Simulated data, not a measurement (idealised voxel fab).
Process module name: voxel air gaps
We display cut, a cross-section 285 nm in width whose square cells are each 5 nm.
Just so we're on the same page, the cross-sections are grids of square cells, and they're listed out in bands top to bottom, each band one or more rows deep.
Heights first: top, then bottom, in nm. Then materials, left to right, each with a width in nm. "full width" on a single material: fills the band edge to edge. "blank": empty space.
Convention: height 0 is the level below which the wafer, as received, is all one material. The lowest band does not terminate at the bottom but continues downward, represented as "0 nm and below".
Width "30..40": first value at the band's top row of cells, second value at its bottom row, equal change from row to row.
It should be understood that the words "identical to before", when stated for a given step, signify that the cross-section underwent no change in any of its cells during that step.
"Closed void listing" means: voids of 8 cells or more that are shut off from the top with no open way through. Written width x height at distance, distance from the left edge, in nm.
Heads up: the bit after the settings on a step's line is the simulator's remark on that step.
You can add "overlay nm" to a step's line. For a step with a mask, it describes how far the mask lay to the right of its planned position, and a negative number describes a lay to the left.

The planned process steps are enumerated hereunder
1. op RECEIVE | material Si
2. op CONFORMAL_DEP | material SiO2 | thk nm 10
3. op CONFORMAL_DEP | material SiN | thk nm 5
4. op DIRECTIONAL_DEP | material lowk | thk nm 40
5. op PATTERN | tone open | mask id LINES | material resist | width nm 15 | pitch nm 45 | thk nm 15 | overlay nm 0
6. op DIRECTIONAL_ETCH | etch materials lowk | depth nm 40
7. op STRIP | etch materials resist
8. op CONFORMAL_DEP | material TiN | thk nm 5
9. op FILL_DEP | material W | thk nm 5
10. op CMP | height nm 55
11. op EPI | material Ru | thk nm 10
12. op SELECTIVE_ETCH | etch materials lowk | depth nm 50
13. op CONFORMAL_DEP | material SiN | thk nm 5

Cross-section: wafer on arrival = after step 1
	0 nm and below | Si full width
	Closed void listing: none

End-of-module cross-section. Starting structure and process plan as above; one mistake made in running it
	80 nm to 75 nm | 65 of blank | 155 of SiN | 65 of blank
	75 nm to 55 nm | 65 of blank | 5 of SiN | 145 of Ru | 5 of SiN | 65 of blank
	55 nm to 50 nm | 65 of blank | 25 of SiN | 5 of TiN | 5 of W | 5 of TiN | 30 of lowk | 5 of TiN | 5 of W | 5 of TiN | 30 of lowk | 5 of TiN | 5 of W | 5 of TiN | 25 of SiN | 65 of blank
	50 nm to 20 nm | 85 of blank | 5 of SiN | 5 of TiN | 5 of W | 5 of TiN | 30 of lowk | 5 of TiN | 5 of W | 5 of TiN | 30 of lowk | 5 of TiN | 5 of W | 5 of TiN | 5 of SiN | 85 of blank
	20 nm to 15 nm | 90 of SiN | 15 of TiN | 30 of lowk | 15 of TiN | 30 of lowk | 15 of TiN | 90 of SiN
	15 nm to 10 nm | SiN full width
	10 nm to 0 nm | SiO2 full width
	0 nm and below | Si full width
	Closed void listing: none
Plan not followed: the plan's step 11 ran twice
